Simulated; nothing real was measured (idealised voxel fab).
This section sets out a process module, namely voxel self aligned vias.
In the cross-section labelled cut, the width is 290 nm and each square cell is 5 nm.
For the purposes of this document, a cross-section shall be understood as a grid of square cells, specified as bands listed in top-to-bottom order, each band consisting of one or more rows of cells. First you get the band's top height and its bottom height, in nm, and then the materials it's made of, left to right, with each width in nm. If you see a single material with "all across", that one covers the band edge to edge. "empty" is empty space. Heads up on the height convention: 0 is the point under which the incoming wafer is all one material, and the lowest band has no bottom, it just keeps going down, like "0 -> down". Quick explanation for "30..40": the width changes in equal steps down the rows of cells, from the first number in the band's top row to the second number in its bottom row. It should be understood that the words "identical to before", when stated for a given step, signify that the cross-section underwent no change in any of its cells during that step. Closed-off voids of 8+ cells (no open route to the top) go in "Sealed void list", written width x height at distance from the left edge, in nm. That trailing text on a step's line, after the settings, is the simulator's own remark on the step. "overlay nm" answers the question of how far to the right of plan the mask lay on a step that has a mask, and when it is negative the answer is to the left.
The planned process steps are enumerated hereunder
1. RECEIVE, material Si
2. CONFORMAL_DEP, material SiO2, thk nm 15
3. CONFORMAL_DEP, material SiCN, thk nm 5
4. DIRECTIONAL_DEP, material SiO2, thk nm 20
5. PATTERN, tone open, mask id LINES, material resist, width nm 30, pitch nm 70, thk nm 15, overlay nm 0
6. DIRECTIONAL_ETCH, etch materials SiO2, depth nm 20
7. STRIP, etch materials resist
8. CONFORMAL_DEP, material TiN, thk nm 5
9. FILL_DEP, material W, thk nm 5
10. CMP, height nm 40
11. SELECTIVE_ETCH, etch materials W Ru TiN, depth nm 5
12. FILL_DEP, material SiN, thk nm 5
13. CMP, height nm 40
14. DIRECTIONAL_DEP, material SiO2, thk nm 20
15. MASKED_ETCH, tone open, mask id VIAS, width nm 40, pitch nm 70, etch materials SiO2, depth nm 20, overlay nm 0
16. MASKED_ETCH, tone open, mask id VIAS, width nm 40, pitch nm 70, etch materials SiN, depth nm 5, overlay nm 0
17. CONFORMAL_DEP, material TiN, thk nm 5
18. FILL_DEP, material Cu, thk nm 5
19. CMP, height nm 60
20. CONFORMAL_DEP, material SiN, thk nm 5
Cross-section, incoming material, after step 1
* 0 -> down | Si all across
* Sealed void list: none
First of two wafers: cross-section at end of module, run per plan
* 65 -> 60 | SiN all across
* 60 -> 45 | 55 SiO2; 5 TiN; 30 Cu; 5 TiN; 30 SiO2; 5 TiN; 30 Cu; 5 TiN; 30 SiO2; 5 TiN; 30 Cu; 5 TiN; 55 SiO2
* 45 -> 40 | 55 SiO2; 10 TiN; 20 Cu; 10 TiN; 30 SiO2; 10 TiN; 20 Cu; 10 TiN; 30 SiO2; 10 TiN; 20 Cu; 10 TiN; 55 SiO2
* 40 -> 35 | 60 SiO2; 30 TiN; 40 SiO2; 30 TiN; 40 SiO2; 30 TiN; 60 SiO2
* 35 -> 25 | 60 SiO2; 5 TiN; 20 W; 5 TiN; 40 SiO2; 5 TiN; 20 W; 5 TiN; 40 SiO2; 5 TiN; 20 W; 5 TiN; 60 SiO2
* 25 -> 20 | 60 SiO2; 30 TiN; 40 SiO2; 30 TiN; 40 SiO2; 30 TiN; 60 SiO2
* 20 -> 15 | SiCN all across
* 15 -> 0 | SiO2 all across
* 0 -> down | Si all across
* Sealed void list: none
End of module, second wafer, cross-section. Started like the first, planned like the first, run with one mistake
* 60 -> 55 | SiN all across
* 55 -> 45 | 55 SiO2; 5 TiN; 30 Cu; 5 TiN; 30 SiO2; 5 TiN; 30 Cu; 5 TiN; 30 SiO2; 5 TiN; 30 Cu; 5 TiN; 55 SiO2
* 45 -> 40 | 55 SiO2; 10 TiN; 20 Cu; 10 TiN; 30 SiO2; 10 TiN; 20 Cu; 10 TiN; 30 SiO2; 10 TiN; 20 Cu; 10 TiN; 55 SiO2
* 40 -> 35 | 60 SiO2; 30 TiN; 40 SiO2; 30 TiN; 40 SiO2; 30 TiN; 60 SiO2
* 35 -> 25 | 60 SiO2; 5 TiN; 20 W; 5 TiN; 40 SiO2; 5 TiN; 20 W; 5 TiN; 40 SiO2; 5 TiN; 20 W; 5 TiN; 60 SiO2
* 25 -> 20 | 60 SiO2; 30 TiN; 40 SiO2; 30 TiN; 40 SiO2; 30 TiN; 60 SiO2
* 20 -> 15 | SiCN all across
* 15 -> 0 | SiO2 all across
* 0 -> down | Si all across
* Sealed void list: none
What was the processing mistake? the process deviated at step 19: the operation and settings actually run there were CMP, height nm 55
In the final state, the cell counts of the second wafer exceed or fall short of those of the first for the following materials: -18 Cu | -34 SiO2 | -6 TiN
